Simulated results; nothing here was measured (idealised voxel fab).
The process module that follows is named voxel released beams.
cross-section cut | 180 nm wide | cells 5 nm
Cross-section = grid of square cells, listed top down in bands; band = one or more rows.
Read a band's entry like this: the first values are the height of its top and the height of its bottom in nm, and what follows is the sequence of materials from left to right, each with its width in nm. Note that "blank" is empty space, and that a single material marked "edge to edge" reaches across the band from edge to edge.
The reference from which all heights are counted is 0, the level beneath which the as-received wafer is entirely one material; the lowest band, having no lower bound, proceeds downward and is written after the example "0 down".
The expression "30 to 40" gives the width at the extremes of the band, the first number at its top row of cells and the second at its bottom row, with the width changing by equal amounts from each row to the next in between.
Basically "identical to before" means that step didn't change any cell in the cross-section.
Look at "closed voids" for the closed voids: empty spaces with no open path to the top, sized 8 cells or up. Each is width x height at distance, distance from the left edge, all nm.
It should be noted that, on the line of a given step, the content following the step's settings is a remark produced by the simulator itself with respect to that step.
The "overlay nm" setting may appear on a step's line; for a step that uses a mask, it gives how far to the right of its planned position the mask lay, and a negative value indicates the left.
SO HERE'S THE LINEUP OF PROCESS STEPS WE PLANNED
step 1: RECEIVE (material Si)
step 2: CONFORMAL_DEP (material SiN; thk nm 10)
step 3: DIRECTIONAL_DEP (material SiO2; thk nm 20)
step 4: PATTERN (tone open; mask id ANCHOR; material resist; width nm 35; thk nm 15; overlay nm 0)
step 5: DIRECTIONAL_ETCH (etch materials SiO2; depth nm 20)
step 6: STRIP (etch materials resist)
step 7: CONFORMAL_DEP (material TiN; thk nm 15)
step 8: DIRECTIONAL_DEP (material aC; thk nm 15)
step 9: PATTERN (tone cover; mask id BEAM; material resist; width nm 100; thk nm 30; overlay nm 0)
step 10: DIRECTIONAL_ETCH (etch materials aC; depth nm 15)
step 11: STRIP (etch materials resist)
step 12: DIRECTIONAL_ETCH (etch materials TiN; depth nm 15)
step 13: STRIP (etch materials aC)
step 14: STRIP (etch materials SiO2)
BELOW: THE FIRST OF TWO WAFERS, RUN AS PLANNED
CROSS-SECTION OF THE WAFER AT RECEIPT, WHICH IS THE CONDITION AFTER STEP 1
- 0 down | Si edge to edge
- closed voids: none
TAKE A LOOK AT THE WAFER'S CROSS-SECTION AFTER STEP 2
- 10 to 0 | SiN edge to edge
- Everything below 0 is unchanged.
TAKE A LOOK AT THE WAFER'S CROSS-SECTION AFTER STEP 3
- 30 to 10 | SiO2 edge to edge
- Everything below 10 is unchanged.
TAKE A LOOK AT THE WAFER'S CROSS-SECTION AFTER STEP 4
- 45 to 30 | resist 40 nm  blank 35 nm  resist 105 nm
- Everything below 30 is unchanged.
TAKE A LOOK AT THE WAFER'S CROSS-SECTION AFTER STEP 5
- 45 to 30 | resist 40 nm  blank 35 nm  resist 105 nm
- 30 to 10 | SiO2 40 nm  blank 35 nm  SiO2 105 nm
- Everything below 10 is unchanged.
TAKE A LOOK AT THE WAFER'S CROSS-SECTION AFTER STEP 6
- 30 to 10 | SiO2 40 nm  blank 35 nm  SiO2 105 nm
- Everything below 10 is unchanged.
TAKE A LOOK AT THE WAFER'S CROSS-SECTION AFTER STEP 7
- 45 to 30 | TiN 55 nm  blank 5 nm  TiN 120 nm
- 30 to 25 | SiO2 40 nm  TiN 15 nm  blank 5 nm  TiN 15 nm  SiO2 105 nm
- 25 to 10 | SiO2 40 nm  TiN 35 nm  SiO2 105 nm
- Everything below 10 is unchanged.
TAKE A LOOK AT THE WAFER'S CROSS-SECTION AFTER STEP 8
- 60 to 45 | aC 55 nm  blank 5 nm  aC 120 nm
- 45 to 40 | TiN 55 nm  blank 5 nm  TiN 120 nm
- 40 to 30 | TiN 55 nm  aC 5 nm  TiN 120 nm
- 30 to 25 | SiO2 40 nm  TiN 15 nm  aC 5 nm  TiN 15 nm  SiO2 105 nm
- Everything below 25 is unchanged.
TAKE A LOOK AT THE WAFER'S CROSS-SECTION AFTER STEP 9
- 90 to 60 | blank 35 nm  resist 100 nm  blank 45 nm
- 60 to 45 | aC 55 nm  resist 5 nm  aC 120 nm
- 45 to 40 | TiN 55 nm  resist 5 nm  TiN 120 nm
- Everything below 40 is unchanged.
TAKE A LOOK AT THE WAFER'S CROSS-SECTION AFTER STEP 10
- 75 to 60 | blank 35 nm  resist 100 nm  blank 45 nm
- 60 to 45 | blank 35 nm  aC 20 nm  resist 5 nm  aC 75 nm  blank 45 nm
- Everything below 45 is unchanged.
TAKE A LOOK AT THE WAFER'S CROSS-SECTION AFTER STEP 11
- 60 to 45 | blank 35 nm  aC 20 nm  blank 5 nm  aC 75 nm  blank 45 nm
- 45 to 40 | TiN 55 nm  blank 5 nm  TiN 120 nm
- Everything below 40 is unchanged.
TAKE A LOOK AT THE WAFER'S CROSS-SECTION AFTER STEP 12
- 60 to 45 | blank 35 nm  aC 20 nm  blank 5 nm  aC 75 nm  blank 45 nm
- 45 to 40 | blank 35 nm  TiN 20 nm  blank 5 nm  TiN 75 nm  blank 45 nm
- 40 to 30 | blank 35 nm  TiN 20 nm  aC 5 nm  TiN 75 nm  blank 45 nm
- Everything below 30 is unchanged.
TAKE A LOOK AT THE WAFER'S CROSS-SECTION AFTER STEP 13
- 45 to 30 | blank 35 nm  TiN 20 nm  blank 5 nm  TiN 75 nm  blank 45 nm
- 30 to 25 | SiO2 40 nm  TiN 15 nm  blank 5 nm  TiN 15 nm  SiO2 105 nm
- Everything below 25 is unchanged.
TAKE A LOOK AT THE WAFER'S CROSS-SECTION AFTER STEP 14
- 45 to 30 | blank 35 nm  TiN 20 nm  blank 5 nm  TiN 75 nm  blank 45 nm
- 30 to 25 | blank 40 nm  TiN 15 nm  blank 5 nm  TiN 15 nm  blank 105 nm
- 25 to 10 | blank 40 nm  TiN 35 nm  blank 105 nm
- Everything below 10 is unchanged.
COMPANION WAFER, THE SECOND OF TWO: SAME BEGINNING, SAME INTENDED SEQUENCE, ONE MISTAKE IN CARRYING IT OUT; THROUGH STEP 7 INCLUSIVE IT TRACKS THE FIRST EXACTLY
X-SECTION, SECOND WAFER, WHEN STEP 8 WAS DUE TO FINISH
- 60 to 45 | SiN 55 nm  blank 5 nm  SiN 120 nm
- 45 to 40 | TiN 55 nm  blank 5 nm  TiN 120 nm
- 40 to 30 | TiN 55 nm  SiN 5 nm  TiN 120 nm
- 30 to 25 | SiO2 40 nm  TiN 15 nm  SiN 5 nm  TiN 15 nm  SiO2 105 nm
- Everything below 25 is unchanged.
X-SECTION, SECOND WAFER, WHEN STEP 9 WAS DUE TO FINISH
- 90 to 60 | blank 35 nm  resist 100 nm  blank 45 nm
- 60 to 45 | SiN 55 nm  resist 5 nm  SiN 120 nm
- 45 to 40 | TiN 55 nm  resist 5 nm  TiN 120 nm
- Everything below 40 is unchanged.
X-SECTION, SECOND WAFER, WHEN STEP 10 WAS DUE TO FINISH
- 75 to 60 | blank 35 nm  resist 100 nm  blank 45 nm
- Everything below 60 is unchanged.
X-SECTION, SECOND WAFER, WHEN STEP 11 WAS DUE TO FINISH
- 60 to 45 | SiN 55 nm  blank 5 nm  SiN 120 nm
- 45 to 40 | TiN 55 nm  blank 5 nm  TiN 120 nm
- Everything below 40 is unchanged.
X-section, second wafer, when step 12 was due to finish: identical to before
X-section, second wafer, when step 13 was due to finish: identical to before
X-section, second wafer, when step 14 was due to finish: identical to before
Run error: it should be noted that step 8 was executed with settings other than those planned, the operation and settings actually applied being DIRECTIONAL_DEP (material SiN; thk nm 15)
Final comparison by cell count, materials where the second wafer has more or fewer than the first: +108 SiN; +116 SiO2; +48 TiN
